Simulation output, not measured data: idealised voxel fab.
process module | voxel self aligned vias
cross-section cut | 210 nm wide | cells 5 nm
A cross-section is a grid of square cells, given in bands from the top down. A band is one or more rows of cells.
Each band's line starts with the height of the band's top and of its bottom, in nm. Then come its materials from left to right, each with its width in nm. One material with "throughout" fills the band from edge to edge. "air" is empty space.
Height 0 is the level under which the wafer as received is all one material. The lowest band goes on downwards, as in "0 down".
A width such as "30 to 40" changes by the same amount from each row of cells to the next, from the band's top row to its bottom row.
"no change" after a step means that no cell of the cross-section changed.
closed voids: empty space of 8 cells or more with no open way to the top, each as width x height at its distance from the left edge, in nm
after a step's settings: what the simulator itself notes on the step
overlay nm, on a step with a mask: how far to the right of its planned place the mask lay; to the left if negative
plan
1 op RECEIVE | material Si
2 op CONFORMAL_DEP | material SiO2 | thk nm 10
3 op CONFORMAL_DEP | material SiCN | thk nm 5
4 op DIRECTIONAL_DEP | material lowk | thk nm 20
5 op PATTERN | tone open | mask id LINES | material resist | width nm 30 | pitch nm 55 | thk nm 15 | overlay nm 0
6 op DIRECTIONAL_ETCH | etch materials lowk | depth nm 20
7 op STRIP | etch materials resist
8 op CONFORMAL_DEP | material TiN | thk nm 5
9 op FILL_DEP | material Ru | thk nm 10
10 op CMP | height nm 35
11 op SELECTIVE_ETCH | etch materials W Ru TiN | depth nm 5
12 op FILL_DEP | material SiN | thk nm 5
13 op CMP | height nm 35
14 op DIRECTIONAL_DEP | material lowk | thk nm 20
15 op MASKED_ETCH | tone open | mask id VIAS | width nm 40 | etch materials lowk | depth nm 20 | overlay nm 0
16 op MASKED_ETCH | tone open | mask id VIAS | width nm 40 | etch materials SiN | depth nm 5 | overlay nm 0
17 op CONFORMAL_DEP | material TiN | thk nm 5
18 op FILL_DEP | material W | thk nm 10
19 op CMP | height nm 55
20 op CONFORMAL_DEP | material SiN | thk nm 5
as received, after step 1
  0 down: Si throughout
  closed voids: none
a wafer at the end: this start, this plan, one mistake
  60 to 55: SiN throughout
  55 to 35: lowk 55 | TiN 5 | W 30 | TiN 5 | lowk 115
  35 to 30: lowk 55 | TiN 40 | lowk 20 | SiN 30 | lowk 65
  30 to 20: lowk 55 | TiN 10 | Ru 20 | TiN 10 | lowk 20 | TiN 5 | Ru 20 | TiN 5 | lowk 65
  20 to 15: lowk 55 | TiN 40 | lowk 20 | TiN 30 | lowk 65
  15 to 10: SiCN throughout
  10 to 0: SiO2 throughout
  0 down: Si throughout
  closed voids: none
what went wrong: step 15 was run twice
